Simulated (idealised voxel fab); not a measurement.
The following is a process module called voxel gate over fins.
In the cross-section labelled cut, the width is 240 nm and each square cell is 5 nm.
This document writes a cross-section as a grid whose cells are square, and gives it as bands, listed from the top down; one or more rows of cells form a band.
For a band, the entry starts with two heights in nm, that of the top and then that of the bottom, and carries on with the band's materials in order from left to right, each alongside its width in nm; the word "throughout" beside a single material means it fills the band edge to edge, and "empty" means empty space.
Basically, 0 is our baseline, since under it the wafer straight out of the box is all one material. The bottom band has no lower end and keeps on going down, so it looks like "from 0 down".
It should be noted that a width expressed as "30..40" varies in equal increments from row to row of cells within the band, taking the value of the first number at the top row and that of the second number at the bottom row.
"no change occurred" for a step: no cell of the cross-section changed in that step.
Heads up: "Fully sealed voids" only lists the empty pockets with no open path to the top that are 8 cells or more, and it writes them as width x height at distance, distance from the left edge, in nm.
Post-settings text on a step line: simulator's own remark regarding the step.
Among the settings permitted on a step's line is "overlay nm"; applied to a step with a mask, it specifies the extent to which the mask lay to the right of its planned position, whereas a negative figure signifies a position to the left.
Below is the list of planned process steps:
step 1: RECEIVE,material Si
step 2: CONFORMAL_DEP,material SiN,thk nm 5
step 3: PATTERN,tone cover,mask id FINS,material resist,width nm 15,pitch nm 55,thk nm 20,overlay nm 0
step 4: DIRECTIONAL_ETCH,etch materials SiN,depth nm 5
step 5: DIRECTIONAL_ETCH,etch materials Si,depth nm 40
step 6: STRIP,etch materials resist
step 7: FILL_DEP,material SiO2,thk nm 5
step 8: CMP,height nm 5
step 9: MASKED_ETCH,tone open,mask id RAIL,width nm 15,etch materials SiO2,depth nm 40,overlay nm 0
step 10: CONFORMAL_DEP,material TiN,thk nm 5
step 11: FILL_DEP,material W,thk nm 10
step 12: CMP,height nm 5
step 13: SELECTIVE_ETCH,etch materials W Ru TiN,depth nm 25
step 14: FILL_DEP,material SiO2,thk nm 5
step 15: CMP,height nm 5
step 16: SELECTIVE_ETCH,etch materials SiO2,depth nm 20
step 17: STRIP,etch materials SiN
step 18: CONFORMAL_DEP,material HfO2,thk nm 5
step 19: CONFORMAL_DEP,material TiN,thk nm 5
step 20: CONFORMAL_DEP,material TiAl,thk nm 5
step 21: CONFORMAL_DEP,material TiN,thk nm 5
step 22: FILL_DEP,material W,thk nm 15
step 23: CMP,height nm 30
step 24: CONFORMAL_DEP,material SiCN,thk nm 5
Cross-section of the wafer at receipt, which is the condition after step 1:
	from 0 down  Si throughout
	Fully sealed voids: none
Cross-sectional image of the first of two wafers at the end of the module, the run having proceeded as planned:
	from 35 to 30  SiCN throughout
	from 30 to 20  W throughout
	from 20 to 15  W=35; TiN=165; W=40
	from 15 to 10  W=35; TiN=5; TiAl=45; TiN=10; TiAl=45; TiN=10; TiAl=45; TiN=5; W=40
	from 10 to 5  W=35; TiN=5; TiAl=5; TiN=35; TiAl=5; TiN=10; TiAl=5; TiN=35; TiAl=5; TiN=10; TiAl=5; TiN=35; TiAl=5; TiN=5; W=40
	from 5 to 0  TiN=40; TiAl=5; TiN=5; HfO2=25; TiN=5; TiAl=5; TiN=10; TiAl=5; TiN=5; HfO2=25; TiN=5; TiAl=5; TiN=10; TiAl=5; TiN=5; HfO2=25; TiN=5; TiAl=5; TiN=45
	from 0 to -5  TiAl=45; TiN=5; HfO2=5; Si=15; HfO2=5; TiN=5; TiAl=20; TiN=5; HfO2=5; Si=15; HfO2=5; TiN=5; TiAl=20; TiN=5; HfO2=5; Si=15; HfO2=5; TiN=5; TiAl=50
	from -5 to -10  TiN=50; HfO2=5; Si=15; HfO2=5; TiN=30; HfO2=5; Si=15; HfO2=5; TiN=30; HfO2=5; Si=15; HfO2=5; TiN=55
	from -10 to -15  HfO2=55; Si=15; HfO2=40; Si=15; HfO2=40; Si=15; HfO2=60
	from -15 to -20  SiO2=55; Si=15; SiO2=40; Si=15; SiO2=40; Si=15; SiO2=60
	from -20 to -30  SiO2=55; Si=15; SiO2=10; TiN=5; W=5; TiN=5; SiO2=15; Si=15; SiO2=40; Si=15; SiO2=60
	from -30 to -35  SiO2=55; Si=15; SiO2=10; TiN=15; SiO2=15; Si=15; SiO2=40; Si=15; SiO2=60
	from -35 to -40  SiO2=55; Si=15; SiO2=40; Si=15; SiO2=40; Si=15; SiO2=60
	from -40 down  Si throughout
	Fully sealed voids: none
Now the second wafer, cross-sectioned at the end of the module. Nothing different at the start, nothing different in the plan compared with the first, just one mistake when it was actually run:
	from 35 to 30  SiCN throughout
	from 30 to 20  W throughout
	from 20 to 15  W=35; TiAl=165; W=40
	from 15 to 5  W=35; TiAl=5; TiN=45; TiAl=10; TiN=45; TiAl=10; TiN=45; TiAl=5; W=40
	from 5 to 0  TiAl=40; TiN=10; HfO2=25; TiN=10; TiAl=10; TiN=10; HfO2=25; TiN=10; TiAl=10; TiN=10; HfO2=25; TiN=10; TiAl=45
	from 0 to -10  TiN=50; HfO2=5; Si=15; HfO2=5; TiN=30; HfO2=5; Si=15; HfO2=5; TiN=30; HfO2=5; Si=15; HfO2=5; TiN=55
	from -10 to -15  HfO2=55; Si=15; HfO2=40; Si=15; HfO2=40; Si=15; HfO2=60
	from -15 to -20  SiO2=55; Si=15; SiO2=40; Si=15; SiO2=40; Si=15; SiO2=60
	from -20 to -30  SiO2=55; Si=15; SiO2=10; TiN=5; W=5; TiN=5; SiO2=15; Si=15; SiO2=40; Si=15; SiO2=60
	from -30 to -35  SiO2=55; Si=15; SiO2=10; TiN=15; SiO2=15; Si=15; SiO2=40; Si=15; SiO2=60
	from -35 to -40  SiO2=55; Si=15; SiO2=40; Si=15; SiO2=40; Si=15; SiO2=60
	from -40 down  Si throughout
	Fully sealed voids: none
Here's what went sideways: the processing plan was not followed for steps 20 and 21, which were run with their positions exchanged
By the end, you'd get the same cell count for each material on either wafer, but the second wafer puts them somewhere else.
